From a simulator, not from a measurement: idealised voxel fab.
Presented below is a process module, voxel quadruple lines.
Displayed cross-section: cut, width of 190 nm, square cells sized 5 nm.
Just so we're on the same page, the cross-sections are grids of square cells, and they're listed out in bands top to bottom, each band one or more rows deep.
Band: top height; bottom height; in nm. Then, left to right: material with width in nm, for each material. "full width": a single material spanning edge to edge. "blank": empty space.
The level at which height equals 0 is the one under which the wafer, as it arrives, is entirely one material. No lower edge exists for the bottom band, which continues downward and is notated as in "0 nm and below".
The two numbers in a width such as "30..40" mark its ends across the band: the first belongs to the top row of cells, the second to the bottom row, and from each row to the next the width moves by the same amount.
You'll sometimes find "no change" written for a step, and that's the way of saying that nowhere in the cross-section did a cell change during that step.
Closed void list: empty space of 8 cells or more with no open way to the top, each as width x height at its distance from the left edge, in nm
Step line, after settings: the simulator's comment on this step.
overlay nm, on a step with a mask: how far to the right of its planned place the mask lay; to the left if negative

### The following list gives the planned process steps
1) RECEIVE with material Si
2) CONFORMAL_DEP with material SiO2, thk nm 5
3) DIRECTIONAL_DEP with material Ru, thk nm 10
4) DIRECTIONAL_DEP with material polySi, thk nm 15
5) DIRECTIONAL_DEP with material aC, thk nm 25
6) PATTERN with tone cover, mask id MANDREL, material resist, width nm 30, thk nm 30, overlay nm 0
7) DIRECTIONAL_ETCH with etch materials aC, depth nm 25
8) STRIP with etch materials resist
9) CONFORMAL_DEP with material SiO2, thk nm 10
10) DIRECTIONAL_ETCH with etch materials SiO2, depth nm 10
11) STRIP with etch materials aC
12) DIRECTIONAL_ETCH with etch materials polySi, depth nm 15
13) STRIP with etch materials SiO2
14) CONFORMAL_DEP with material SiCN, thk nm 10
15) DIRECTIONAL_ETCH with etch materials SiCN, depth nm 10
16) STRIP with etch materials polySi
17) DIRECTIONAL_ETCH with etch materials Ru, depth nm 10
18) STRIP with etch materials SiCN

### The first wafer of two, processed as planned

### Step 1 complete: cross-section of the wafer as received
	0 nm and below = Si full width
	Closed void list: none

### Cross-sectional representation of the wafer at the conclusion of step 2
	5 nm to 0 nm = SiO2 full width
	For the remainder of the cross-section, below 0, there is no change.

### Cross-sectional representation of the wafer at the conclusion of step 3
	15 nm to 5 nm = Ru full width
	For the remainder of the cross-section, below 5, there is no change.

### Cross-sectional representation of the wafer at the conclusion of step 4
	30 nm to 15 nm = polySi full width
	For the remainder of the cross-section, below 15, there is no change.

### Cross-sectional representation of the wafer at the conclusion of step 5
	55 nm to 30 nm = aC full width
	For the remainder of the cross-section, below 30, there is no change.

### Cross-sectional representation of the wafer at the conclusion of step 6
	85 nm to 55 nm = blank 80, then resist 30, then blank 80
	For the remainder of the cross-section, below 55, there is no change.

### Cross-sectional representation of the wafer at the conclusion of step 7
	60 nm to 55 nm = blank 80, then resist 30, then blank 80
	55 nm to 30 nm = blank 80, then aC 30, then blank 80
	For the remainder of the cross-section, below 30, there is no change.

### Cross-sectional representation of the wafer at the conclusion of step 8
	55 nm to 30 nm = blank 80, then aC 30, then blank 80
	For the remainder of the cross-section, below 30, there is no change.

### Cross-sectional representation of the wafer at the conclusion of step 9
	65 nm to 55 nm = blank 70, then SiO2 50, then blank 70
	55 nm to 40 nm = blank 70, then SiO2 10, then aC 30, then SiO2 10, then blank 70
	40 nm to 30 nm = SiO2 80, then aC 30, then SiO2 80
	For the remainder of the cross-section, below 30, there is no change.

### Cross-sectional representation of the wafer at the conclusion of step 10
	55 nm to 30 nm = blank 70, then SiO2 10, then aC 30, then SiO2 10, then blank 70
	For the remainder of the cross-section, below 30, there is no change.

### Cross-sectional representation of the wafer at the conclusion of step 11
	55 nm to 30 nm = blank 70, then SiO2 10, then blank 30, then SiO2 10, then blank 70
	For the remainder of the cross-section, below 30, there is no change.

### Cross-sectional representation of the wafer at the conclusion of step 12
	55 nm to 30 nm = blank 70, then SiO2 10, then blank 30, then SiO2 10, then blank 70
	30 nm to 15 nm = blank 70, then polySi 10, then blank 30, then polySi 10, then blank 70
	For the remainder of the cross-section, below 15, there is no change.

### Cross-sectional representation of the wafer at the conclusion of step 13
	30 nm to 15 nm = blank 70, then polySi 10, then blank 30, then polySi 10, then blank 70
	For the remainder of the cross-section, below 15, there is no change.

### Cross-sectional representation of the wafer at the conclusion of step 14
	40 nm to 30 nm = blank 60, then SiCN 30, then blank 10, then SiCN 30, then blank 60
	30 nm to 25 nm = blank 60, then SiCN 10, then polySi 10, then SiCN 10, then blank 10, then SiCN 10, then polySi 10, then SiCN 10, then blank 60
	25 nm to 15 nm = SiCN 70, then polySi 10, then SiCN 30, then polySi 10, then SiCN 70
	For the remainder of the cross-section, below 15, there is no change.

### Cross-sectional representation of the wafer at the conclusion of step 15
	30 nm to 15 nm = blank 60, then SiCN 10, then polySi 10, then SiCN 10, then blank 10, then SiCN 10, then polySi 10, then SiCN 10, then blank 60
	For the remainder of the cross-section, below 15, there is no change.

### Cross-sectional representation of the wafer at the conclusion of step 16
	30 nm to 15 nm = blank 60, then SiCN 10, then blank 10, then SiCN 10, then blank 10, then SiCN 10, then blank 10, then SiCN 10, then blank 60
	For the remainder of the cross-section, below 15, there is no change.

### Cross-sectional representation of the wafer at the conclusion of step 17
	30 nm to 15 nm = blank 60, then SiCN 10, then blank 10, then SiCN 10, then blank 10, then SiCN 10, then blank 10, then SiCN 10, then blank 60
	15 nm to 5 nm = blank 60, then Ru 10, then blank 10, then Ru 10, then blank 10, then Ru 10, then blank 10, then Ru 10, then blank 60
	For the remainder of the cross-section, below 5, there is no change.

### Cross-sectional representation of the wafer at the conclusion of step 18
	15 nm to 5 nm = blank 60, then Ru 10, then blank 10, then Ru 10, then blank 10, then Ru 10, then blank 10, then Ru 10, then blank 60
	For the remainder of the cross-section, below 5, there is no change.

### Wafer two: like wafer one in start and plan, but with one mistake in execution; identical up to and including step 10

### Second wafer, sectioned view, at step 11's planned end time
	55 nm to 30 nm = blank 70, then SiO2 10, then blank 30, then SiO2 10, then blank 70
	For the remainder of the cross-section, below 30, there is no change.

### Second wafer, sectioned view, at step 12's planned end time
	55 nm to 30 nm = blank 70, then SiO2 10, then blank 30, then SiO2 10, then blank 70
	30 nm to 15 nm = blank 70, then polySi 10, then blank 30, then polySi 10, then blank 70
	For the remainder of the cross-section, below 15, there is no change.

### Second wafer, sectioned view, at step 13's planned end time
	30 nm to 15 nm = blank 70, then polySi 10, then blank 30, then polySi 10, then blank 70
	For the remainder of the cross-section, below 15, there is no change.

### Second wafer, sectioned view, at step 14's planned end time
	40 nm to 30 nm = blank 60, then SiCN 30, then blank 10, then SiCN 30, then blank 60
	30 nm to 25 nm = blank 60, then SiCN 10, then polySi 10, then SiCN 10, then blank 10, then SiCN 10, then polySi 10, then SiCN 10, then blank 60
	25 nm to 15 nm = SiCN 70, then polySi 10, then SiCN 30, then polySi 10, then SiCN 70
	For the remainder of the cross-section, below 15, there is no change.

### Second wafer, sectioned view, at step 15's planned end time
	30 nm to 15 nm = blank 60, then SiCN 10, then polySi 10, then SiCN 10, then blank 10, then SiCN 10, then polySi 10, then SiCN 10, then blank 60
	For the remainder of the cross-section, below 15, there is no change.

### Second wafer, sectioned view, at step 16's planned end time
	30 nm to 15 nm = blank 60, then SiCN 10, then blank 10, then SiCN 10, then blank 10, then SiCN 10, then blank 10, then SiCN 10, then blank 60
	For the remainder of the cross-section, below 15, there is no change.

### Second wafer, sectioned view, at step 17's planned end time
	30 nm to 15 nm = blank 60, then SiCN 10, then blank 10, then SiCN 10, then blank 10, then SiCN 10, then blank 10, then SiCN 10, then blank 60
	15 nm to 5 nm = blank 60, then Ru 10, then blank 10, then Ru 10, then blank 10, then Ru 10, then blank 10, then Ru 10, then blank 60
	For the remainder of the cross-section, below 5, there is no change.

### Second wafer, sectioned view, at step 18's planned end time
	15 nm to 5 nm = blank 60, then Ru 10, then blank 10, then Ru 10, then blank 10, then Ru 10, then blank 10, then Ru 10, then blank 60
	For the remainder of the cross-section, below 5, there is no change.
Want to know what went wrong? regarding the plan, step 11 was run twice
The two wafers finish with the same cross-section, and therefore the mistake leaves the computed outcome of this model unchanged.
